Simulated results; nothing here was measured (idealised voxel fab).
The process module presented herein is designated voxel double patterning.
The width of the displayed cross-section, cut, is 240 nm; its cells are square, with a size of 5 nm.
This document writes a cross-section as a grid whose cells are square, and gives it as bands, listed from the top down; one or more rows of cells form a band. Per band: top height and bottom height in nm, followed by the left-to-right materials and their widths in nm; "throughout" marks a single material spanning edge to edge, "blank" marks empty space. Where do heights start? At 0: under that level the wafer as delivered is made of one material only. And the lowest band has no floor; it just carries on downward, as in "0..down". Width spec "30->40" -> top row of cells at first value, bottom row at second value, equal per-row change in between. Reading "same as before" for a step: not a cell of the cross-section changed in it. Closed empty spaces (no open way to the top) of 8 cells or more are what "Sealed void listing" lists, each as width x height at distance from the left edge, nm for all three. Step line, after settings: the simulator's comment on this step. overlay nm: how far to the right of its planned place the mask lay on this masked step (negative: to the left).

**Listed below are the process steps as planned**
- 1: RECEIVE, material Si
- 2: CONFORMAL_DEP, material SiN, thk nm 5
- 3: DIRECTIONAL_DEP, material SiO2, thk nm 10
- 4: DIRECTIONAL_DEP, material SiCN, thk nm 10
- 5: PATTERN, tone open, mask id FIRST, material resist, width nm 15, pitch nm 50, thk nm 15, overlay nm 0
- 6: DIRECTIONAL_ETCH, etch materials SiCN, depth nm 10
- 7: STRIP, etch materials resist
- 8: MASKED_ETCH, tone open, mask id SECOND, width nm 15, pitch nm 50, etch materials SiCN, depth nm 10, overlay nm 0
- 9: DIRECTIONAL_ETCH, etch materials SiO2, depth nm 10
- 10: STRIP, etch materials SiCN

**Cross-sectional view of the wafer in its as-received condition, corresponding to the state after step 1**
  0..down | Si throughout
  Sealed void listing: none

**Cross-section, end of module. Start: as above. Plan: as above. Execution: one mistake**
  15..5 | SiO2 (60), blank (15), SiO2 (10), blank (15), SiO2 (10), blank (15), SiO2 (10), blank (15), SiO2 (10), blank (15), SiO2 (65)
  5..0 | SiO2 throughout
  0..down | Si throughout
  Sealed void listing: none
Here's what went sideways: heads up, step 2 didn't go per plan, it actually ran as CONFORMAL_DEP, material SiO2, thk nm 5
